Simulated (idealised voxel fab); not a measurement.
process module | voxel wiring stack
cross-section cut | 195 nm wide | cells 5 nm
A cross-section is a grid of square cells, given in bands from the top down. A band is one or more rows of cells.
Each band's line starts with the height of the band's top and of its bottom, in nm. Then come its materials from left to right, each with its width in nm. One material with "throughout" fills the band from edge to edge. "air" is empty space.
Height 0 is the level under which the wafer as received is all one material. The lowest band goes on downwards, as in "0 down".
A width such as "30 to 40" changes by the same amount from each row of cells to the next, from the band's top row to its bottom row.
"no change" after a step means that no cell of the cross-section changed.
closed voids: empty space of 8 cells or more with no open way to the top, each as width x height at its distance from the left edge, in nm
after a step's settings: what the simulator itself notes on the step
overlay nm, on a step with a mask: how far to the right of its planned place the mask lay; to the left if negative
plan
1 op RECEIVE | material Si
2 op CONFORMAL_DEP | material SiO2 | thk nm 10
3 op CONFORMAL_DEP | material SiCN | thk nm 5
4 op DIRECTIONAL_DEP | material lowk | thk nm 20
5 op MASKED_ETCH | tone open | mask id METAL_1 | width nm 25 | pitch nm 45 | etch materials lowk | depth nm 20 | overlay nm 0
6 op MASKED_ETCH | tone open | mask id METAL_1 | width nm 25 | pitch nm 45 | etch materials SiCN | depth nm 5 | overlay nm 0
7 op CONFORMAL_DEP | material TiN | thk nm 5
8 op FILL_DEP | material Ru | thk nm 5
9 op CMP | height nm 35
10 op CONFORMAL_DEP | material SiCN | thk nm 5
11 op DIRECTIONAL_DEP | material SiO2 | thk nm 35
12 op MASKED_ETCH | tone open | mask id METAL_2_HOLES | width nm 15 | pitch nm 45 | etch materials SiO2 | depth nm 35 | overlay nm 0
13 op DIRECTIONAL_DEP | material aC | thk nm 15
14 op PATTERN | tone open | mask id METAL_2 | material resist | width nm 25 | pitch nm 45 | thk nm 30 | overlay nm 0
15 op DIRECTIONAL_ETCH | etch materials aC | depth nm 15
16 op STRIP | etch materials resist
17 op DIRECTIONAL_ETCH | etch materials SiO2 | depth nm 20
18 op DIRECTIONAL_ETCH | etch materials SiCN | depth nm 5
19 op STRIP | etch materials aC
20 op CONFORMAL_DEP | material TiN | thk nm 5
21 op FILL_DEP | material Cu | thk nm 5
22 op CMP | height nm 75
23 op CONFORMAL_DEP | material SiCN | thk nm 5
24 op DIRECTIONAL_DEP | material SiO2 | thk nm 10
25 op DIRECTIONAL_DEP | material aC | thk nm 10
26 op PATTERN | tone open | mask id PLUG_2 | material resist | width nm 15 | pitch nm 90 | thk nm 25 | overlay nm 0
27 op DIRECTIONAL_ETCH | etch materials aC | depth nm 10
28 op STRIP | etch materials resist
29 op DIRECTIONAL_ETCH | etch materials SiO2 | depth nm 10
30 op DIRECTIONAL_ETCH | etch materials SiCN | depth nm 5
31 op STRIP | etch materials aC
32 op CONFORMAL_DEP | material TiN | thk nm 5
33 op FILL_DEP | material Cu | thk nm 5
34 op CMP | height nm 90
35 op DIRECTIONAL_DEP | material TiN | thk nm 5
36 op DIRECTIONAL_DEP | material W | thk nm 20
37 op MASKED_ETCH | tone cover | mask id METAL_3 | width nm 25 | pitch nm 45 | etch materials W | depth nm 20 | overlay nm 0
38 op MASKED_ETCH | tone cover | mask id METAL_3 | width nm 25 | pitch nm 45 | etch materials TiN | depth nm 5 | overlay nm 0
39 op CONFORMAL_DEP | material SiCN | thk nm 5
40 op FILL_DEP | material SiO2 | thk nm 10
41 op CMP | height nm 115
42 op CONFORMAL_DEP | material SiN | thk nm 5
as received, after step 1
  0 down: Si throughout
  closed voids: none
first wafer at the end, as planned
  120 to 115: SiN throughout
  115 to 95: SiO2 35 | SiCN 5 | W 25 | SiCN 5 | SiO2 10 | SiCN 5 | W 25 | SiCN 5 | SiO2 10 | SiCN 5 | W 25 | SiCN 5 | SiO2 35
  95 to 90: SiCN 40 | TiN 25 | SiCN 20 | TiN 25 | SiCN 20 | TiN 25 | SiCN 40
  90 to 80: SiO2 40 | TiN 5 | Cu 5 | TiN 5 | SiO2 75 | TiN 5 | Cu 5 | TiN 5 | SiO2 50
  80 to 75: SiCN 40 | TiN 15 | SiCN 75 | TiN 15 | SiCN 50
  75 to 60: SiO2 40 | TiN 5 | Cu 15 | TiN 5 | SiO2 20 | TiN 5 | Cu 15 | TiN 5 | SiO2 20 | TiN 5 | Cu 15 | TiN 5 | SiO2 40
  60 to 55: SiO2 40 | TiN 5 | Cu 5 | TiN 15 | SiO2 20 | TiN 5 | Cu 5 | TiN 15 | SiO2 20 | TiN 5 | Cu 5 | TiN 15 | SiO2 40
  55 to 40: SiO2 40 | TiN 5 | Cu 5 | TiN 5 | SiO2 30 | TiN 5 | Cu 5 | TiN 5 | SiO2 30 | TiN 5 | Cu 5 | TiN 5 | SiO2 50
  40 to 35: SiCN 40 | TiN 15 | SiCN 30 | TiN 15 | SiCN 30 | TiN 15 | SiCN 50
  35 to 15: lowk 40 | TiN 5 | Ru 15 | TiN 5 | lowk 20 | TiN 5 | Ru 15 | TiN 5 | lowk 20 | TiN 5 | Ru 15 | TiN 5 | lowk 40
  15 to 10: SiCN 40 | TiN 25 | SiCN 20 | TiN 25 | SiCN 20 | TiN 25 | SiCN 40
  10 to 0: SiO2 throughout
  0 down: Si throughout
  closed voids: none
second wafer at the end: like start, like plan, one mistake
  120 to 115: SiN throughout
  115 to 95: SiO2 35 | SiCN 5 | W 25 | SiCN 5 | SiO2 10 | SiCN 5 | W 25 | SiCN 5 | SiO2 10 | SiCN 5 | W 25 | SiCN 5 | SiO2 35
  95 to 90: SiCN 40 | TiN 25 | SiCN 20 | TiN 25 | SiCN 20 | TiN 25 | SiCN 40
  90 to 85: SiCN 40 | TiN 15 | SiCN 75 | TiN 15 | SiCN 50
  85 to 75: SiO2 throughout
  75 to 60: SiO2 40 | TiN 5 | Cu 15 | TiN 5 | SiO2 20 | TiN 5 | Cu 15 | TiN 5 | SiO2 20 | TiN 5 | Cu 15 | TiN 5 | SiO2 40
  60 to 55: SiO2 40 | TiN 5 | Cu 5 | TiN 15 | SiO2 20 | TiN 5 | Cu 5 | TiN 15 | SiO2 20 | TiN 5 | Cu 5 | TiN 15 | SiO2 40
  55 to 40: SiO2 40 | TiN 5 | Cu 5 | TiN 5 | SiO2 30 | TiN 5 | Cu 5 | TiN 5 | SiO2 30 | TiN 5 | Cu 5 | TiN 5 | SiO2 50
  40 to 35: SiCN 40 | TiN 15 | SiCN 30 | TiN 15 | SiCN 30 | TiN 15 | SiCN 50
  35 to 15: lowk 40 | TiN 5 | Ru 15 | TiN 5 | lowk 20 | TiN 5 | Ru 15 | TiN 5 | lowk 20 | TiN 5 | Ru 15 | TiN 5 | lowk 40
  15 to 10: SiCN 40 | TiN 25 | SiCN 20 | TiN 25 | SiCN 20 | TiN 25 | SiCN 40
  10 to 0: SiO2 throughout
  0 down: Si throughout
  closed voids: none
what went wrong: steps 23 and 24 were swapped
at the end the second wafer has, in cells: 4 fewer of Cu | 12 more of SiO2 | 8 fewer of TiN
